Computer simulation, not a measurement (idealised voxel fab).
process module | voxel transistor to metal
cross-section cut | 215 nm wide | cells 5 nm
A cross-section is a grid of square cells, given in bands from the top down. A band is one or more rows of cells.
Each band's line starts with the height of the band's top and of its bottom, in nm. Then come its materials from left to right, each with its width in nm. One material with "throughout" fills the band from edge to edge. "air" is empty space.
Height 0 is the level under which the wafer as received is all one material. The lowest band goes on downwards, as in "0 down".
A width such as "30 to 40" changes by the same amount from each row of cells to the next, from the band's top row to its bottom row.
"no change" after a step means that no cell of the cross-section changed.
closed voids: empty space of 8 cells or more with no open way to the top, each as width x height at its distance from the left edge, in nm
after a step's settings: what the simulator itself notes on the step
overlay nm, on a step with a mask: how far to the right of its planned place the mask lay; to the left if negative
plan
1 op RECEIVE | material Si
2 op OXIDIZE | depth nm 5
3 op CONFORMAL_DEP | material SiN | thk nm 15
4 op MASKED_ETCH | tone cover | mask id ACTIVE | width nm 105 | etch materials SiN | depth nm 15 | overlay nm -15
5 op MASKED_ETCH | tone cover | mask id ACTIVE | width nm 105 | etch materials SiO2 | depth nm 5 | overlay nm 0
6 op MASKED_ETCH | tone cover | mask id ACTIVE | width nm 105 | etch materials Si | depth nm 25 | overlay nm 0
7 op OXIDIZE | depth nm 5
8 op FILL_DEP | material SiO2 | thk nm 15
9 op CMP | height nm 15
10 op SELECTIVE_ETCH | etch materials SiO2 | depth nm 10
11 op STRIP | etch materials SiN
12 op SELECTIVE_ETCH | etch materials SiO2 | depth nm 5
13 op OXIDIZE | depth nm 5
14 op DIRECTIONAL_DEP | material polySi | thk nm 25
15 op DIRECTIONAL_DEP | material SiCN | thk nm 10
16 op PATTERN | tone cover | mask id GATE | material resist | width nm 15 | thk nm 15 | overlay nm 0
17 op DIRECTIONAL_ETCH | etch materials SiCN | depth nm 20
18 op DIRECTIONAL_ETCH | etch materials polySi | depth nm 35
19 op STRIP | etch materials resist
20 op CONFORMAL_DEP | material SiO2 | thk nm 5
21 op DIRECTIONAL_ETCH | etch materials SiO2 | depth nm 5
22 op CONFORMAL_DEP | material SiN | thk nm 10
23 op DIRECTIONAL_ETCH | etch materials SiN | depth nm 10
24 op DIRECTIONAL_ETCH | etch materials SiO2 | depth nm 5
25 op DIRECTIONAL_ETCH | etch materials Si | depth nm 5
26 op EPI | material nSi | thk nm 10
27 op FILL_DEP | material SiO2 | thk nm 10
28 op CMP | height nm 30
29 op DIRECTIONAL_DEP | material SiO2 | thk nm 10
30 op MASKED_ETCH | tone open | mask id CONTACT | width nm 20 | pitch nm 75 | etch materials SiO2 | depth nm 40 | overlay nm 0
31 op CONFORMAL_DEP | material TiN | thk nm 5
32 op FILL_DEP | material W | thk nm 10
33 op CMP | height nm 40
34 op DIRECTIONAL_DEP | material TiN | thk nm 5
35 op DIRECTIONAL_DEP | material W | thk nm 15
36 op MASKED_ETCH | tone cover | mask id METAL_1 | width nm 20 | pitch nm 75 | etch materials W | depth nm 15 | overlay nm 0
37 op MASKED_ETCH | tone cover | mask id METAL_1 | width nm 20 | pitch nm 75 | etch materials TiN | depth nm 5 | overlay nm 0
38 op CONFORMAL_DEP | material SiN | thk nm 5
39 op FILL_DEP | material lowk | thk nm 10
40 op CMP | height nm 60
41 op CONFORMAL_DEP | material SiCN | thk nm 5
42 op DIRECTIONAL_DEP | material SiO2 | thk nm 35
43 op PATTERN | tone open | mask id METAL_2_HOLES | material resist | width nm 15 | pitch nm 75 | thk nm 20 | overlay nm 0
44 op DIRECTIONAL_ETCH | etch materials SiO2 | depth nm 35
45 op STRIP | etch materials resist
46 op DIRECTIONAL_DEP | material aC | thk nm 15
47 op PATTERN | tone open | mask id METAL_2 | material resist | width nm 20 | pitch nm 75 | thk nm 30 | overlay nm 0
48 op DIRECTIONAL_ETCH | etch materials aC | depth nm 15
49 op STRIP | etch materials resist
50 op DIRECTIONAL_ETCH | etch materials SiO2 | depth nm 20
51 op DIRECTIONAL_ETCH | etch materials SiCN | depth nm 5
52 op STRIP | etch materials aC
53 op CONFORMAL_DEP | material TiN | thk nm 5
54 op FILL_DEP | material Ru | thk nm 10
55 op CMP | height nm 100
56 op CONFORMAL_DEP | material SiN | thk nm 5
varied across the wafers: overlay nm of step 4. The plan shows the first wafer's value. All wafers start alike
first wafer as received, after step 1
  0 down: Si throughout
  closed voids: none
first wafer at the end, after step 56
  105 to 100: SiN throughout
  100 to 85: SiO2 60 | TiN 5 | Ru 10 | TiN 5 | SiO2 55 | TiN 5 | Ru 10 | TiN 5 | SiO2 60
  85 to 80: SiO2 60 | TiN 5 | Ru 5 | TiN 10 | SiO2 55 | TiN 5 | Ru 5 | TiN 10 | SiO2 60
  80 to 65: SiO2 60 | TiN 5 | Ru 5 | TiN 5 | SiO2 60 | TiN 5 | Ru 5 | TiN 5 | SiO2 65
  65 to 60: SiCN 60 | TiN 15 | SiCN 60 | TiN 15 | SiCN 65
  60 to 45: lowk 55 | SiN 5 | W 20 | SiN 5 | lowk 45 | SiN 5 | W 20 | SiN 5 | lowk 55
  45 to 40: SiN 60 | TiN 20 | SiN 55 | TiN 20 | SiN 60
  40 to 30: SiO2 60 | TiN 5 | W 10 | TiN 5 | SiO2 55 | TiN 5 | W 10 | TiN 5 | SiO2 60
  30 to 20: SiO2 60 | TiN 5 | W 10 | TiN 5 | SiO2 5 | SiN 10 | SiO2 5 | SiCN 15 | SiO2 5 | SiN 10 | SiO2 5 | TiN 5 | W 10 | TiN 5 | SiO2 60
  20 to 5: SiO2 60 | TiN 5 | W 10 | TiN 5 | SiO2 5 | SiN 10 | SiO2 5 | polySi 15 | SiO2 5 | SiN 10 | SiO2 5 | TiN 5 | W 10 | TiN 5 | SiO2 60
  5 to 0: SiO2 60 | TiN 20 | SiO2 5 | SiN 10 | SiO2 5 | polySi 15 | SiO2 5 | SiN 10 | SiO2 5 | TiN 20 | SiO2 60
  0 to -5: SiO2 40 | SiN 10 | nSi 10 | SiO2 15 | nSi 10 | SiN 10 | SiO2 5 | polySi 15 | SiO2 5 | SiN 10 | nSi 5 | SiN 10 | SiO2 70
  -5 to -10: SiO2 50 | nSi 35 | SiO2 45 | nSi 5 | SiO2 80
  -10 to -15: SiO2 45 | Si 5 | nSi 35 | Si 45 | nSi 5 | Si 20 | SiO2 60
  -15 to -35: SiO2 45 | Si 110 | SiO2 60
  -35 down: Si throughout
  closed voids: none
last wafer at the end
  105 to 100: SiN throughout
  100 to 85: SiO2 60 | TiN 5 | Ru 10 | TiN 5 | SiO2 55 | TiN 5 | Ru 10 | TiN 5 | SiO2 60
  85 to 80: SiO2 60 | TiN 5 | Ru 5 | TiN 10 | SiO2 55 | TiN 5 | Ru 5 | TiN 10 | SiO2 60
  80 to 65: SiO2 60 | TiN 5 | Ru 5 | TiN 5 | SiO2 60 | TiN 5 | Ru 5 | TiN 5 | SiO2 65
  65 to 60: SiCN 60 | TiN 15 | SiCN 60 | TiN 15 | SiCN 65
  60 to 45: lowk 55 | SiN 5 | W 20 | SiN 5 | lowk 45 | SiN 5 | W 20 | SiN 5 | lowk 55
  45 to 40: SiN 60 | TiN 20 | SiN 55 | TiN 20 | SiN 60
  40 to 30: SiO2 60 | TiN 5 | W 10 | TiN 5 | SiO2 55 | TiN 5 | W 10 | TiN 5 | SiO2 60
  30 to 20: SiO2 60 | TiN 5 | W 10 | TiN 5 | SiO2 5 | SiN 10 | SiO2 5 | SiCN 15 | SiO2 5 | SiN 10 | SiO2 5 | TiN 5 | W 10 | TiN 5 | SiO2 60
  20 to 5: SiO2 60 | TiN 5 | W 10 | TiN 5 | SiO2 5 | SiN 10 | SiO2 5 | polySi 15 | SiO2 5 | SiN 10 | SiO2 5 | TiN 5 | W 10 | TiN 5 | SiO2 60
  5 to 0: SiO2 60 | TiN 20 | SiO2 5 | SiN 10 | SiO2 5 | polySi 15 | SiO2 5 | SiN 10 | SiO2 5 | TiN 20 | SiO2 60
  0 to -5: SiO2 70 | SiN 10 | nSi 5 | SiN 10 | SiO2 5 | polySi 15 | SiO2 5 | SiN 10 | nSi 10 | SiO2 15 | nSi 10 | SiN 10 | SiO2 40
  -5 to -10: SiO2 80 | nSi 5 | SiO2 45 | nSi 35 | SiO2 50
  -10 to -15: SiO2 60 | Si 20 | nSi 5 | Si 45 | nSi 35 | Si 5 | SiO2 45
  -15 to -35: SiO2 60 | Si 110 | SiO2 45
  -35 down: Si throughout
  closed voids: none
each wafer at the end: cells of each material gained (+) or lost (-) since it was received, then its closed voids
overlay nm -15 | +20 Ru | -199 Si | +43 SiCN | +122 SiN | +656 SiO2 | +80 TiN | +52 W | +93 lowk | +21 nSi | +15 polySi | closed voids: none
overlay nm -10 | +20 Ru | -204 Si | +43 SiCN | +122 SiN | +660 SiO2 | +80 TiN | +52 W | +93 lowk | +22 nSi | +15 polySi | closed voids: none
overlay nm -5 | +20 Ru | -209 Si | +43 SiCN | +122 SiN | +664 SiO2 | +80 TiN | +52 W | +93 lowk | +23 nSi | +15 polySi | closed voids: none
overlay nm 0 | +20 Ru | -214 Si | +43 SiCN | +122 SiN | +668 SiO2 | +80 TiN | +52 W | +93 lowk | +24 nSi | +15 polySi | closed voids: none
overlay nm 5 | +20 Ru | -209 Si | +43 SiCN | +122 SiN | +664 SiO2 | +80 TiN | +52 W | +93 lowk | +23 nSi | +15 polySi | closed voids: none
overlay nm 10 | +20 Ru | -204 Si | +43 SiCN | +122 SiN | +660 SiO2 | +80 TiN | +52 W | +93 lowk | +22 nSi | +15 polySi | closed voids: none
overlay nm 15 | +20 Ru | -199 Si | +43 SiCN | +122 SiN | +656 SiO2 | +80 TiN | +52 W | +93 lowk | +21 nSi | +15 polySi | closed voids: none
